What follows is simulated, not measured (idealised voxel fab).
Title: Process Module voxel self aligned contacts
Cross-section cut spans 235 nm and uses square cells 5 nm in size.
Bands, listed from the top down, are how a cross-section gets written in this document; the cross-section itself is a grid of square cells, and a band is one or more rows of them. Per band: top height and bottom height in nm, followed by the left-to-right materials and their widths in nm; "all across" marks a single material spanning edge to edge, "empty" marks empty space. The level at which height equals 0 is the one under which the wafer, as it arrives, is entirely one material. No lower edge exists for the bottom band, which continues downward and is notated as in "0 down". The expression "30 to 40" gives the width at the extremes of the band, the first number at its top row of cells and the second at its bottom row, with the width changing by equal amounts from each row to the next in between. Where the words "all unchanged" appear for a step, the cross-section shows no cell changed by that step; every cell remained as before. "Closed voids list" means: voids of 8 cells or more that are shut off from the top with no open way through. Written width x height at distance, distance from the left edge, in nm. Where a step's line continues beyond its settings, the continuation is a remark by the simulator itself on that step. overlay nm, on a step with a mask: how far to the right of its planned place the mask lay; to the left if negative.

These are the steps we planned for the process
| 1 | RECEIVE: material Si |
| 2 | CONFORMAL_DEP: material SiO2, thk nm 5 |
| 3 | DIRECTIONAL_DEP: material polySi, thk nm 30 |
| 4 | DIRECTIONAL_DEP: material SiN, thk nm 15 |
| 5 | PATTERN: tone cover, mask id GATE, material resist, width nm 25, pitch nm 50, thk nm 20, overlay nm 0 |
| 6 | DIRECTIONAL_ETCH: etch materials SiN, depth nm 15 |
| 7 | DIRECTIONAL_ETCH: etch materials polySi, depth nm 30 |
| 8 | STRIP: etch materials resist |
| 9 | CONFORMAL_DEP: material SiN, thk nm 5 |
| 10 | DIRECTIONAL_ETCH: etch materials SiN, depth nm 5 |
| 11 | FILL_DEP: material SiO2, thk nm 15 |
| 12 | CMP: height nm 60 |
| 13 | PATTERN: tone open, mask id CONTACT, material resist, width nm 35, pitch nm 50, thk nm 15, overlay nm 0 |
| 14 | DIRECTIONAL_ETCH: etch materials SiO2, depth nm 60 |
| 15 | STRIP: etch materials resist |
| 16 | CONFORMAL_DEP: material TiN, thk nm 5 |
| 17 | FILL_DEP: material Ru, thk nm 10 |
| 18 | CMP: height nm 60 |
| 19 | CONFORMAL_DEP: material SiCN, thk nm 5 |

First of two wafers - as planned

Step 1 complete: cross-section of the wafer as received
	0 down = Si all across
	Closed voids list: none

Cross-section through the wafer, step 2 finished
	5 to 0 = SiO2 all across
	Heights below 0 show no change.

Cross-section through the wafer, step 3 finished
	35 to 5 = polySi all across
	Heights below 5 show no change.

Cross-section through the wafer, step 4 finished
	50 to 35 = SiN all across
	Heights below 35 show no change.

Cross-section through the wafer, step 5 finished
	70 to 50 = 55 empty | 25 resist | 25 empty | 25 resist | 25 empty | 25 resist | 55 empty
	Heights below 50 show no change.

Cross-section through the wafer, step 6 finished
	70 to 50 = 55 empty | 25 resist | 25 empty | 25 resist | 25 empty | 25 resist | 55 empty
	50 to 35 = 55 empty | 25 SiN | 25 empty | 25 SiN | 25 empty | 25 SiN | 55 empty
	Heights below 35 show no change.

Cross-section through the wafer, step 7 finished
	70 to 50 = 55 empty | 25 resist | 25 empty | 25 resist | 25 empty | 25 resist | 55 empty
	50 to 35 = 55 empty | 25 SiN | 25 empty | 25 SiN | 25 empty | 25 SiN | 55 empty
	35 to 5 = 55 empty | 25 polySi | 25 empty | 25 polySi | 25 empty | 25 polySi | 55 empty
	Heights below 5 show no change.

Cross-section through the wafer, step 8 finished
	50 to 35 = 55 empty | 25 SiN | 25 empty | 25 SiN | 25 empty | 25 SiN | 55 empty
	Heights below 35 show no change.

Cross-section through the wafer, step 9 finished
	55 to 35 = 50 empty | 35 SiN | 15 empty | 35 SiN | 15 empty | 35 SiN | 50 empty
	35 to 10 = 50 empty | 5 SiN | 25 polySi | 5 SiN | 15 empty | 5 SiN | 25 polySi | 5 SiN | 15 empty | 5 SiN | 25 polySi | 5 SiN | 50 empty
	10 to 5 = 55 SiN | 25 polySi | 25 SiN | 25 polySi | 25 SiN | 25 polySi | 55 SiN
	Heights below 5 show no change.

Cross-section through the wafer, step 10 finished
	50 to 35 = 50 empty | 35 SiN | 15 empty | 35 SiN | 15 empty | 35 SiN | 50 empty
	35 to 5 = 50 empty | 5 SiN | 25 polySi | 5 SiN | 15 empty | 5 SiN | 25 polySi | 5 SiN | 15 empty | 5 SiN | 25 polySi | 5 SiN | 50 empty
	Heights below 5 show no change.

Cross-section through the wafer, step 11 finished
	65 to 50 = SiO2 all across
	50 to 35 = 50 SiO2 | 35 SiN | 15 SiO2 | 35 SiN | 15 SiO2 | 35 SiN | 50 SiO2
	35 to 5 = 50 SiO2 | 5 SiN | 25 polySi | 5 SiN | 15 SiO2 | 5 SiN | 25 polySi | 5 SiN | 15 SiO2 | 5 SiN | 25 polySi | 5 SiN | 50 SiO2
	Heights below 5 show no change.

Cross-section through the wafer, step 12 finished
	60 to 50 = SiO2 all across
	Heights below 50 show no change.

Cross-section through the wafer, step 13 finished
	75 to 60 = 75 resist | 35 empty | 15 resist | 35 empty | 75 resist
	Heights below 60 show no change.

Cross-section through the wafer, step 14 finished
	75 to 60 = 75 resist | 35 empty | 15 resist | 35 empty | 75 resist
	60 to 50 = 75 SiO2 | 35 empty | 15 SiO2 | 35 empty | 75 SiO2
	50 to 35 = 50 SiO2 | 35 SiN | 15 empty | 35 SiN | 15 empty | 35 SiN | 50 SiO2
	35 to 5 = 50 SiO2 | 5 SiN | 25 polySi | 5 SiN | 15 empty | 5 SiN | 25 polySi | 5 SiN | 15 empty | 5 SiN | 25 polySi | 5 SiN | 50 SiO2
	5 to 0 = 85 SiO2 | 15 empty | 35 SiO2 | 15 empty | 85 SiO2
	Heights below 0 show no change.

Cross-section through the wafer, step 15 finished
	60 to 50 = 75 SiO2 | 35 empty | 15 SiO2 | 35 empty | 75 SiO2
	Heights below 50 show no change.

Cross-section through the wafer, step 16 finished
	65 to 60 = 80 TiN | 25 empty | 25 TiN | 25 empty | 80 TiN
	60 to 50 = 75 SiO2 | 5 to 15 TiN | 25 to 5 empty | 5 to 15 TiN | 15 SiO2 | 5 to 15 TiN | 25 to 5 empty | 5 to 15 TiN | 75 SiO2
	50 to 35 = 50 SiO2 | 35 SiN | 5 TiN | 5 empty | 5 TiN | 35 SiN | 5 TiN | 5 empty | 5 TiN | 35 SiN | 50 SiO2
	35 to 5 = 50 SiO2 | 5 SiN | 25 polySi | 5 SiN | 5 TiN | 5 empty | 5 TiN | 5 SiN | 25 polySi | 5 SiN | 5 TiN | 5 empty | 5 TiN | 5 SiN | 25 polySi | 5 SiN | 50 SiO2
	5 to 0 = 85 SiO2 | 15 TiN | 35 SiO2 | 15 TiN | 85 SiO2
	Heights below 0 show no change.

Cross-section through the wafer, step 17 finished
	75 to 65 = Ru all across
	65 to 60 = 80 TiN | 25 Ru | 25 TiN | 25 Ru | 80 TiN
	60 to 50 = 75 SiO2 | 5 to 15 TiN | 25 to 5 Ru | 5 to 15 TiN | 15 SiO2 | 5 to 15 TiN | 25 to 5 Ru | 5 to 15 TiN | 75 SiO2
	50 to 35 = 50 SiO2 | 35 SiN | 5 TiN | 5 Ru | 5 TiN | 35 SiN | 5 TiN | 5 Ru | 5 TiN | 35 SiN | 50 SiO2
	35 to 5 = 50 SiO2 | 5 SiN | 25 polySi | 5 SiN | 5 TiN | 5 Ru | 5 TiN | 5 SiN | 25 polySi | 5 SiN | 5 TiN | 5 Ru | 5 TiN | 5 SiN | 25 polySi | 5 SiN | 50 SiO2
	Heights below 5 show no change.

Cross-section through the wafer, step 18 finished
	60 to 50 = 75 SiO2 | 5 to 15 TiN | 25 to 5 Ru | 5 to 15 TiN | 15 SiO2 | 5 to 15 TiN | 25 to 5 Ru | 5 to 15 TiN | 75 SiO2
	Heights below 50 show no change.

Cross-section through the wafer, step 19 finished
	65 to 60 = SiCN all across
	Heights below 60 show no change.

It is to be noted that the second wafer proceeded from the same initial state and according to the same plan as the first, although one mistake was committed in its execution; through step 1, inclusive, the two wafers share an identical history

When step 2 should have ended
	30 to 0 = polySi all across
	Heights below 0 show no change.

When step 3 should have ended
	35 to 30 = SiO2 all across
	Heights below 30 show no change.

When step 4 should have ended
	50 to 35 = SiN all across
	Heights below 35 show no change.

When step 5 should have ended
	70 to 50 = 55 empty | 25 resist | 25 empty | 25 resist | 25 empty | 25 resist | 55 empty
	Heights below 50 show no change.

When step 6 should have ended
	70 to 50 = 55 empty | 25 resist | 25 empty | 25 resist | 25 empty | 25 resist | 55 empty
	50 to 35 = 55 empty | 25 SiN | 25 empty | 25 SiN | 25 empty | 25 SiN | 55 empty
	Heights below 35 show no change.

when step 7 should have ended: all unchanged

When step 8 should have ended
	50 to 35 = 55 empty | 25 SiN | 25 empty | 25 SiN | 25 empty | 25 SiN | 55 empty
	Heights below 35 show no change.

When step 9 should have ended
	55 to 40 = 50 empty | 35 SiN | 15 empty | 35 SiN | 15 empty | 35 SiN | 50 empty
	40 to 35 = SiN all across
	Heights below 35 show no change.

When step 10 should have ended
	50 to 35 = 50 empty | 35 SiN | 15 empty | 35 SiN | 15 empty | 35 SiN | 50 empty
	Heights below 35 show no change.

When step 11 should have ended
	65 to 50 = SiO2 all across
	50 to 35 = 50 SiO2 | 35 SiN | 15 SiO2 | 35 SiN | 15 SiO2 | 35 SiN | 50 SiO2
	Heights below 35 show no change.

When step 12 should have ended
	60 to 50 = SiO2 all across
	Heights below 50 show no change.

When step 13 should have ended
	75 to 60 = 75 resist | 35 empty | 15 resist | 35 empty | 75 resist
	Heights below 60 show no change.

When step 14 should have ended
	75 to 60 = 75 resist | 35 empty | 15 resist | 35 empty | 75 resist
	60 to 50 = 75 SiO2 | 35 empty | 15 SiO2 | 35 empty | 75 SiO2
	50 to 35 = 50 SiO2 | 35 SiN | 15 empty | 35 SiN | 15 empty | 35 SiN | 50 SiO2
	35 to 30 = 85 SiO2 | 15 empty | 35 SiO2 | 15 empty | 85 SiO2
	Heights below 30 show no change.

When step 15 should have ended
	60 to 50 = 75 SiO2 | 35 empty | 15 SiO2 | 35 empty | 75 SiO2
	Heights below 50 show no change.

When step 16 should have ended
	65 to 60 = 80 TiN | 25 empty | 25 TiN | 25 empty | 80 TiN
	60 to 50 = 75 SiO2 | 5 to 15 TiN | 25 to 5 empty | 5 to 15 TiN | 15 SiO2 | 5 to 15 TiN | 25 to 5 empty | 5 to 15 TiN | 75 SiO2
	50 to 35 = 50 SiO2 | 35 SiN | 5 TiN | 5 empty | 5 TiN | 35 SiN | 5 TiN | 5 empty | 5 TiN | 35 SiN | 50 SiO2
	35 to 30 = 85 SiO2 | 15 TiN | 35 SiO2 | 15 TiN | 85 SiO2
	Heights below 30 show no change.

When step 17 should have ended
	75 to 65 = Ru all across
	65 to 60 = 80 TiN | 25 Ru | 25 TiN | 25 Ru | 80 TiN
	60 to 50 = 75 SiO2 | 5 to 15 TiN | 25 to 5 Ru | 5 to 15 TiN | 15 SiO2 | 5 to 15 TiN | 25 to 5 Ru | 5 to 15 TiN | 75 SiO2
	50 to 35 = 50 SiO2 | 35 SiN | 5 TiN | 5 Ru | 5 TiN | 35 SiN | 5 TiN | 5 Ru | 5 TiN | 35 SiN | 50 SiO2
	Heights below 35 show no change.

When step 18 should have ended
	60 to 50 = 75 SiO2 | 5 to 15 TiN | 25 to 5 Ru | 5 to 15 TiN | 15 SiO2 | 5 to 15 TiN | 25 to 5 Ru | 5 to 15 TiN | 75 SiO2
	Heights below 50 show no change.

When step 19 should have ended
	65 to 60 = SiCN all across
	Heights below 60 show no change.
What was done differently from what was planned? sequence error: steps 2 and 3 interchanged
Looking at both finished wafers in cells, the second ends up ahead of or behind the first on some materials: 12 fewer of Ru | 36 fewer of SiN | 120 fewer of SiO2 | 24 fewer of TiN | 192 more of polySi
